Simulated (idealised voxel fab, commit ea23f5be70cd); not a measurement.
process module | voxel trench capacitor
cross-section cut | 165 nm wide | cells 5 nm
A cross-section is a grid of square cells, given in bands from the top down. A band is one or more rows of cells.
Each band's line starts with the height of the band's top and of its bottom, in nm. Then come its materials from left to right, each with its width in nm. One material with "throughout" fills the band from edge to edge. "air" is empty space.
Height 0 is the level under which the wafer as received is all one material. The lowest band goes on downwards, as in "0 down".
A width such as "30 to 40" changes by the same amount from each row of cells to the next, from the band's top row to its bottom row.
"no change" after a step means that no cell of the cross-section changed.
closed voids: empty space of 8 cells or more with no open way to the top, each as width x height at its distance from the left edge, in nm
after a step's settings: what the simulator itself notes on the step
overlay nm, on a step with a mask: how far to the right of its planned place the mask lay; to the left if negative
plan
1 op RECEIVE | material Si
2 op CONFORMAL_DEP | material SiN | thk nm 10
3 op DIRECTIONAL_DEP | material aC | thk nm 10
4 op PATTERN | tone open | mask id TRENCH | material resist | width nm 15 | pitch nm 50 | thk nm 30 | overlay nm 0
5 op DIRECTIONAL_ETCH | etch materials aC | depth nm 10
6 op STRIP | etch materials resist
7 op DIRECTIONAL_ETCH | etch materials SiN | depth nm 10
8 op DIRECTIONAL_ETCH | etch materials Si | depth nm 30
9 op STRIP | etch materials aC
10 op CONFORMAL_DEP | material HfO2 | thk nm 5
11 op CONFORMAL_DEP | material TiN | thk nm 5
12 op FILL_DEP | material W | thk nm 5
13 op CMP | height nm 10
varied across the wafers: width nm of step 4. The plan shows the first wafer's value. All wafers start alike
first wafer as received, after step 1
  0 down: Si throughout
  closed voids: none
first wafer at the end, after step 13
  10 to 0: SiN 50 | HfO2 5 | TiN 5 | HfO2 5 | SiN 35 | HfO2 5 | TiN 5 | HfO2 5 | SiN 50
  0 to -25: Si 50 | HfO2 5 | TiN 5 | HfO2 5 | Si 35 | HfO2 5 | TiN 5 | HfO2 5 | Si 50
  -25 to -30: Si 50 | HfO2 15 | Si 35 | HfO2 15 | Si 50
  -30 down: Si throughout
  closed voids: none
last wafer at the end
  10 to 0: SiN 40 | HfO2 5 | TiN 5 | W 15 | TiN 5 | HfO2 5 | SiN 15 | HfO2 5 | TiN 5 | W 15 | TiN 5 | HfO2 5 | SiN 40
  0 to -20: Si 40 | HfO2 5 | TiN 5 | W 15 | TiN 5 | HfO2 5 | Si 15 | HfO2 5 | TiN 5 | W 15 | TiN 5 | HfO2 5 | Si 40
  -20 to -25: Si 40 | HfO2 5 | TiN 25 | HfO2 5 | Si 15 | HfO2 5 | TiN 25 | HfO2 5 | Si 40
  -25 to -30: Si 40 | HfO2 35 | Si 15 | HfO2 35 | Si 40
  -30 down: Si throughout
  closed voids: none
each wafer at the end: cells of each material gained (+) or lost (-) since it was received, then its closed voids
width nm 15 | +34 HfO2 | -36 Si | +54 SiN | +14 TiN | closed voids: none
width nm 20 | +36 HfO2 | -48 Si | +50 SiN | +28 TiN | closed voids: none
width nm 25 | +38 HfO2 | -60 Si | +46 SiN | +30 TiN | +12 W | closed voids: none
width nm 30 | +40 HfO2 | -72 Si | +42 SiN | +32 TiN | +24 W | closed voids: none
width nm 35 | +42 HfO2 | -84 Si | +38 SiN | +34 TiN | +36 W | closed voids: none
